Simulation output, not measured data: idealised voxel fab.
process module | voxel ribs on slabs
Section shown: cut. Width: 240 nm. Cell size: 5 nm, square.
Reading order for cross-sections: top band down to bottom band. Underlying form: a grid of square cells. Band size: one or more rows of cells. Band entry format. Leading values: height of top, height of bottom, nm. Remainder: materials in left-to-right order, each with its width in nm. Special words: "throughout" on a single material, which then fills the band edge to edge; "empty", empty space. Measure heights from 0. That's the level where, below it, the as-received wafer is all one material. The lowest band is bottomless and extends downward; write it as in "0 and below". Top row gets the first number, bottom row gets the second, and each row in between changes by the same step: that is how a band width like "30 to 40" works. Any step labelled "nothing got changed" changed none of the cells in the cross-section. Basically, "Enclosed cavity list" tells you about the enclosed voids: empty spaces with no open way to the top, 8 cells or bigger, each written width x height at distance, where distance is from the left edge, all in nm. Text after the settings on a step's line: the simulator's own remark on that step. overlay nm: where the mask lay relative to plan, measured to the right, on steps with a mask; negatives go left.

Steps planned for the process:
| 1 | RECEIVE [material Si] |
| 2 | DIRECTIONAL_DEP [material SiO2] [thk nm 30] |
| 3 | DIRECTIONAL_DEP [material SiN] [thk nm 25] |
| 4 | DIRECTIONAL_DEP [material aC] [thk nm 10] |
| 5 | PATTERN [tone cover] [mask id RIB] [material resist] [width nm 15] [thk nm 25] [overlay nm 0] |
| 6 | DIRECTIONAL_ETCH [etch materials aC] [depth nm 10] |
| 7 | STRIP [etch materials resist] |
| 8 | DIRECTIONAL_ETCH [etch materials SiN] [depth nm 15] |
| 9 | STRIP [etch materials aC] |
| 10 | DIRECTIONAL_DEP [material aC] [thk nm 15] |
| 11 | PATTERN [tone cover] [mask id SLAB] [material resist] [width nm 45] [thk nm 35] [overlay nm 0] |
| 12 | DIRECTIONAL_ETCH [etch materials aC] [depth nm 15] |
| 13 | STRIP [etch materials resist] |
| 14 | DIRECTIONAL_ETCH [etch materials SiN] [depth nm 10] |
| 15 | STRIP [etch materials aC] |
| 16 | FILL_DEP [material SiO2] [thk nm 20] |
| 17 | CMP [height nm 65] |
| 18 | DIRECTIONAL_DEP [material W] [thk nm 10] |
| 19 | DIRECTIONAL_DEP [material aC] [thk nm 15] |
| 20 | PATTERN [tone cover] [mask id HEATER] [material resist] [width nm 25] [thk nm 30] [overlay nm 0] |
| 21 | DIRECTIONAL_ETCH [etch materials aC] [depth nm 15] |
| 22 | STRIP [etch materials resist] |
| 23 | DIRECTIONAL_ETCH [etch materials W] [depth nm 10] |
| 24 | STRIP [etch materials aC] |
| 25 | CONFORMAL_DEP [material SiN] [thk nm 5] |

So, the first of our two wafers, run just as we planned it:

Cross-section of the incoming wafer, state after step 1:
	0 and below  Si throughout
	Enclosed cavity list: none

After step 2:
	30 down to 0  SiO2 throughout
	Rest of section, below 0: as before.

After step 3:
	55 down to 30  SiN throughout
	Rest of section, below 30: as before.

After step 4:
	65 down to 55  aC throughout
	Rest of section, below 55: as before.

After step 5:
	90 down to 65  empty 110 nm | resist 15 nm | empty 115 nm
	Rest of section, below 65: as before.

After step 6:
	80 down to 65  empty 110 nm | resist 15 nm | empty 115 nm
	65 down to 55  empty 110 nm | aC 15 nm | empty 115 nm
	Rest of section, below 55: as before.

After step 7:
	65 down to 55  empty 110 nm | aC 15 nm | empty 115 nm
	Rest of section, below 55: as before.

After step 8:
	65 down to 55  empty 110 nm | aC 15 nm | empty 115 nm
	55 down to 40  empty 110 nm | SiN 15 nm | empty 115 nm
	Rest of section, below 40: as before.

After step 9:
	55 down to 40  empty 110 nm | SiN 15 nm | empty 115 nm
	Rest of section, below 40: as before.

After step 10:
	70 down to 55  empty 110 nm | aC 15 nm | empty 115 nm
	55 down to 40  aC 110 nm | SiN 15 nm | aC 115 nm
	Rest of section, below 40: as before.

After step 11:
	105 down to 70  empty 95 nm | resist 45 nm | empty 100 nm
	70 down to 55  empty 95 nm | resist 15 nm | aC 15 nm | resist 15 nm | empty 100 nm
	Rest of section, below 55: as before.

After step 12:
	90 down to 70  empty 95 nm | resist 45 nm | empty 100 nm
	70 down to 55  empty 95 nm | resist 15 nm | aC 15 nm | resist 15 nm | empty 100 nm
	55 down to 40  empty 95 nm | aC 15 nm | SiN 15 nm | aC 15 nm | empty 100 nm
	Rest of section, below 40: as before.

After step 13:
	70 down to 55  empty 110 nm | aC 15 nm | empty 115 nm
	Rest of section, below 55: as before.

After step 14:
	70 down to 55  empty 110 nm | aC 15 nm | empty 115 nm
	55 down to 40  empty 95 nm | aC 15 nm | SiN 15 nm | aC 15 nm | empty 100 nm
	40 down to 30  empty 95 nm | SiN 45 nm | empty 100 nm
	Rest of section, below 30: as before.

After step 15:
	55 down to 40  empty 110 nm | SiN 15 nm | empty 115 nm
	Rest of section, below 40: as before.

After step 16:
	75 down to 55  SiO2 throughout
	55 down to 40  SiO2 110 nm | SiN 15 nm | SiO2 115 nm
	40 down to 30  SiO2 95 nm | SiN 45 nm | SiO2 100 nm
	Rest of section, below 30: as before.

After step 17:
	65 down to 55  SiO2 throughout
	Rest of section, below 55: as before.

After step 18:
	75 down to 65  W throughout
	Rest of section, below 65: as before.

After step 19:
	90 down to 75  aC throughout
	Rest of section, below 75: as before.

After step 20:
	120 down to 90  empty 105 nm | resist 25 nm | empty 110 nm
	Rest of section, below 90: as before.

After step 21:
	105 down to 90  empty 105 nm | resist 25 nm | empty 110 nm
	90 down to 75  empty 105 nm | aC 25 nm | empty 110 nm
	Rest of section, below 75: as before.

After step 22:
	90 down to 75  empty 105 nm | aC 25 nm | empty 110 nm
	Rest of section, below 75: as before.

After step 23:
	90 down to 75  empty 105 nm | aC 25 nm | empty 110 nm
	75 down to 65  empty 105 nm | W 25 nm | empty 110 nm
	Rest of section, below 65: as before.

After step 24:
	75 down to 65  empty 105 nm | W 25 nm | empty 110 nm
	Rest of section, below 65: as before.

After step 25:
	80 down to 75  empty 100 nm | SiN 35 nm | empty 105 nm
	75 down to 70  empty 100 nm | SiN 5 nm | W 25 nm | SiN 5 nm | empty 105 nm
	70 down to 65  SiN 105 nm | W 25 nm | SiN 110 nm
	Rest of section, below 65: as before.

Second wafer, same starting conditions and recipe as the first, one mistake in executing it, nothing differs from the first up to and including step 10:

Cross-section, second wafer, at the end time the plan gives for step 11:
	105 down to 70  empty 100 nm | resist 45 nm | empty 95 nm
	70 down to 55  empty 100 nm | resist 10 nm | aC 15 nm | resist 20 nm | empty 95 nm
	Rest of section, below 55: as before.

Cross-section, second wafer, at the end time the plan gives for step 12:
	90 down to 70  empty 100 nm | resist 45 nm | empty 95 nm
	70 down to 55  empty 100 nm | resist 10 nm | aC 15 nm | resist 20 nm | empty 95 nm
	55 down to 40  empty 100 nm | aC 10 nm | SiN 15 nm | aC 20 nm | empty 95 nm
	Rest of section, below 40: as before.

Cross-section, second wafer, at the end time the plan gives for step 13:
	70 down to 55  empty 110 nm | aC 15 nm | empty 115 nm
	Rest of section, below 55: as before.

Cross-section, second wafer, at the end time the plan gives for step 14:
	70 down to 55  empty 110 nm | aC 15 nm | empty 115 nm
	55 down to 40  empty 100 nm | aC 10 nm | SiN 15 nm | aC 20 nm | empty 95 nm
	40 down to 30  empty 100 nm | SiN 45 nm | empty 95 nm
	Rest of section, below 30: as before.

Cross-section, second wafer, at the end time the plan gives for step 15:
	55 down to 40  empty 110 nm | SiN 15 nm | empty 115 nm
	Rest of section, below 40: as before.

Cross-section, second wafer, at the end time the plan gives for step 16:
	75 down to 55  SiO2 throughout
	55 down to 40  SiO2 110 nm | SiN 15 nm | SiO2 115 nm
	40 down to 30  SiO2 100 nm | SiN 45 nm | SiO2 95 nm
	Rest of section, below 30: as before.

Cross-section, second wafer, at the end time the plan gives for step 17:
	65 down to 55  SiO2 throughout
	Rest of section, below 55: as before.

Cross-section, second wafer, at the end time the plan gives for step 18:
	75 down to 65  W throughout
	Rest of section, below 65: as before.

Cross-section, second wafer, at the end time the plan gives for step 19:
	90 down to 75  aC throughout
	Rest of section, below 75: as before.

Cross-section, second wafer, at the end time the plan gives for step 20:
	120 down to 90  empty 105 nm | resist 25 nm | empty 110 nm
	Rest of section, below 90: as before.

Cross-section, second wafer, at the end time the plan gives for step 21:
	105 down to 90  empty 105 nm | resist 25 nm | empty 110 nm
	90 down to 75  empty 105 nm | aC 25 nm | empty 110 nm
	Rest of section, below 75: as before.

Cross-section, second wafer, at the end time the plan gives for step 22:
	90 down to 75  empty 105 nm | aC 25 nm | empty 110 nm
	Rest of section, below 75: as before.

Cross-section, second wafer, at the end time the plan gives for step 23:
	90 down to 75  empty 105 nm | aC 25 nm | empty 110 nm
	75 down to 65  empty 105 nm | W 25 nm | empty 110 nm
	Rest of section, below 65: as before.

Cross-section, second wafer, at the end time the plan gives for step 24:
	75 down to 65  empty 105 nm | W 25 nm | empty 110 nm
	Rest of section, below 65: as before.

Cross-section, second wafer, at the end time the plan gives for step 25:
	80 down to 75  empty 100 nm | SiN 35 nm | empty 105 nm
	75 down to 70  empty 100 nm | SiN 5 nm | W 25 nm | SiN 5 nm | empty 105 nm
	70 down to 65  SiN 105 nm | W 25 nm | SiN 110 nm
	Rest of section, below 65: as before.
Heads up, the wafer didn't run the way we planned it: step 11 went in with a setting other than planned; the actual run was PATTERN [tone cover] [mask id SLAB] [material resist] [width nm 45] [thk nm 35] [overlay nm 5]
At the close, every material occupies the same number of cells on the second wafer as on the first, only in different positions.
